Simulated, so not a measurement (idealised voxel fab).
The document below concerns the process module designated voxel ribs on slabs.
Square cells of 5 nm make up the cross-section cut, whose width is 210 nm.
We lay out every cross-section as a grid of square cells and spell it out in bands from the top down, where one band means one or more rows of cells. Band: top height; bottom height; in nm. Then, left to right: material with width in nm, for each material. "edge to edge": a single material spanning edge to edge. "empty": empty space. Height 0 is the level under which the wafer as received is all one material. The lowest band goes on downwards, as in "0 -> down". You'd read "30..40" like this: the band's top row of cells is as wide as the first number, its bottom row is as wide as the second, and going down, every row changes width by the same amount as the row before did. "remained unchanged" -> step changed no cross-section cell. This entry, "Closed void inventory", enumerates those empty regions of no fewer than 8 cells that possess no open connection to the top. Each region is reported in the form width x height at distance, the distance being taken from the left edge, with all three quantities expressed in nm. Formally, on a step line, whatever follows the settings is a remark that the simulator itself makes on the step. overlay nm: step with mask; distance mask lay right of planned place; negative value = left of planned place.

### This section lists the process steps that were planned
- 1: RECEIVE with material Si
- 2: DIRECTIONAL_DEP with material SiO2, thk nm 20
- 3: DIRECTIONAL_DEP with material SiN, thk nm 20
- 4: PATTERN with tone cover, mask id RIB, material resist, width nm 30, thk nm 20, overlay nm 0
- 5: DIRECTIONAL_ETCH with etch materials SiN, depth nm 15
- 6: STRIP with etch materials resist
- 7: PATTERN with tone cover, mask id SLAB, material resist, width nm 90, thk nm 20, overlay nm 0
- 8: DIRECTIONAL_ETCH with etch materials SiN, depth nm 5
- 9: STRIP with etch materials resist
- 10: FILL_DEP with material SiO2, thk nm 15
- 11: CMP with height nm 50
- 12: DIRECTIONAL_DEP with material W, thk nm 5
- 13: PATTERN with tone cover, mask id HEATER, material resist, width nm 40, thk nm 20, overlay nm 0
- 14: DIRECTIONAL_ETCH with etch materials W, depth nm 5
- 15: STRIP with etch materials resist
- 16: CONFORMAL_DEP with material SiN, thk nm 5

### First wafer, two in total, run as planned

### Wafer cross-section on receipt, i.e. after step 1
* 0 -> down = Si edge to edge
* Closed void inventory: none

### After step 2: wafer cross-section
* 20 -> 0 = SiO2 edge to edge
* Beneath the level 0, the cross-section is identical to its previous state.

### After step 3: wafer cross-section
* 40 -> 20 = SiN edge to edge
* Beneath the level 20, the cross-section is identical to its previous state.

### After step 4: wafer cross-section
* 60 -> 40 = empty=90  resist=30  empty=90
* Beneath the level 40, the cross-section is identical to its previous state.

### After step 5: wafer cross-section
* 60 -> 40 = empty=90  resist=30  empty=90
* 40 -> 25 = empty=90  SiN=30  empty=90
* Beneath the level 25, the cross-section is identical to its previous state.

### After step 6: wafer cross-section
* 40 -> 25 = empty=90  SiN=30  empty=90
* Beneath the level 25, the cross-section is identical to its previous state.

### After step 7: wafer cross-section
* 60 -> 40 = empty=60  resist=90  empty=60
* 40 -> 25 = empty=60  resist=30  SiN=30  resist=30  empty=60
* Beneath the level 25, the cross-section is identical to its previous state.

### After step 8: wafer cross-section
* 60 -> 40 = empty=60  resist=90  empty=60
* 40 -> 25 = empty=60  resist=30  SiN=30  resist=30  empty=60
* 25 -> 20 = empty=60  SiN=90  empty=60
* Beneath the level 20, the cross-section is identical to its previous state.

### After step 9: wafer cross-section
* 40 -> 25 = empty=90  SiN=30  empty=90
* Beneath the level 25, the cross-section is identical to its previous state.

### After step 10: wafer cross-section
* 55 -> 40 = SiO2 edge to edge
* 40 -> 25 = SiO2=90  SiN=30  SiO2=90
* 25 -> 20 = SiO2=60  SiN=90  SiO2=60
* Beneath the level 20, the cross-section is identical to its previous state.

### After step 11: wafer cross-section
* 50 -> 40 = SiO2 edge to edge
* Beneath the level 40, the cross-section is identical to its previous state.

### After step 12: wafer cross-section
* 55 -> 50 = W edge to edge
* Beneath the level 50, the cross-section is identical to its previous state.

### After step 13: wafer cross-section
* 75 -> 55 = empty=85  resist=40  empty=85
* Beneath the level 55, the cross-section is identical to its previous state.

### After step 14: wafer cross-section
* 75 -> 55 = empty=85  resist=40  empty=85
* 55 -> 50 = empty=85  W=40  empty=85
* Beneath the level 50, the cross-section is identical to its previous state.

### After step 15: wafer cross-section
* 55 -> 50 = empty=85  W=40  empty=85
* Beneath the level 50, the cross-section is identical to its previous state.

### After step 16: wafer cross-section
* 60 -> 55 = empty=80  SiN=50  empty=80
* 55 -> 50 = SiN=85  W=40  SiN=85
* Beneath the level 50, the cross-section is identical to its previous state.

### For the second wafer, take the first wafer's start and plan, then add one mistake made in running it; everything through step 2, that step included, is shared with the first

### X-section, second wafer, when step 3 was due to finish
* 60 -> 20 = SiN edge to edge
* Beneath the level 20, the cross-section is identical to its previous state.

### X-section, second wafer, when step 4 was due to finish
* 80 -> 60 = empty=90  resist=30  empty=90
* Beneath the level 60, the cross-section is identical to its previous state.

### X-section, second wafer, when step 5 was due to finish
* 80 -> 60 = empty=90  resist=30  empty=90
* 60 -> 45 = empty=90  SiN=30  empty=90
* Beneath the level 45, the cross-section is identical to its previous state.

### X-section, second wafer, when step 6 was due to finish
* 60 -> 45 = empty=90  SiN=30  empty=90
* Beneath the level 45, the cross-section is identical to its previous state.

### X-section, second wafer, when step 7 was due to finish
* 80 -> 60 = empty=60  resist=90  empty=60
* 60 -> 45 = empty=60  resist=30  SiN=30  resist=30  empty=60
* Beneath the level 45, the cross-section is identical to its previous state.

### X-section, second wafer, when step 8 was due to finish
* 80 -> 60 = empty=60  resist=90  empty=60
* 60 -> 45 = empty=60  resist=30  SiN=30  resist=30  empty=60
* 45 -> 40 = empty=60  SiN=90  empty=60
* Beneath the level 40, the cross-section is identical to its previous state.

### X-section, second wafer, when step 9 was due to finish
* 60 -> 45 = empty=90  SiN=30  empty=90
* Beneath the level 45, the cross-section is identical to its previous state.

### X-section, second wafer, when step 10 was due to finish
* 75 -> 60 = SiO2 edge to edge
* 60 -> 45 = SiO2=90  SiN=30  SiO2=90
* 45 -> 40 = SiO2=60  SiN=90  SiO2=60
* Beneath the level 40, the cross-section is identical to its previous state.

### X-section, second wafer, when step 11 was due to finish
* 50 -> 40 = SiO2=90..60  SiN=30..90  SiO2=90..60
* Beneath the level 40, the cross-section is identical to its previous state.

### X-section, second wafer, when step 12 was due to finish
* 55 -> 50 = W edge to edge
* Beneath the level 50, the cross-section is identical to its previous state.

### X-section, second wafer, when step 13 was due to finish
* 75 -> 55 = empty=85  resist=40  empty=85
* Beneath the level 55, the cross-section is identical to its previous state.

### X-section, second wafer, when step 14 was due to finish
* 75 -> 55 = empty=85  resist=40  empty=85
* 55 -> 50 = empty=85  W=40  empty=85
* Beneath the level 50, the cross-section is identical to its previous state.

### X-section, second wafer, when step 15 was due to finish
* 55 -> 50 = empty=85  W=40  empty=85
* Beneath the level 50, the cross-section is identical to its previous state.

### X-section, second wafer, when step 16 was due to finish
* 60 -> 55 = empty=80  SiN=50  empty=80
* 55 -> 50 = SiN=85  W=40  SiN=85
* Beneath the level 50, the cross-section is identical to its previous state.
Run error: step 3 of the plan was performed twice
End check, counted in cells, second wafer has more or fewer of these materials than the first: 156 more of SiN; 156 fewer of SiO2
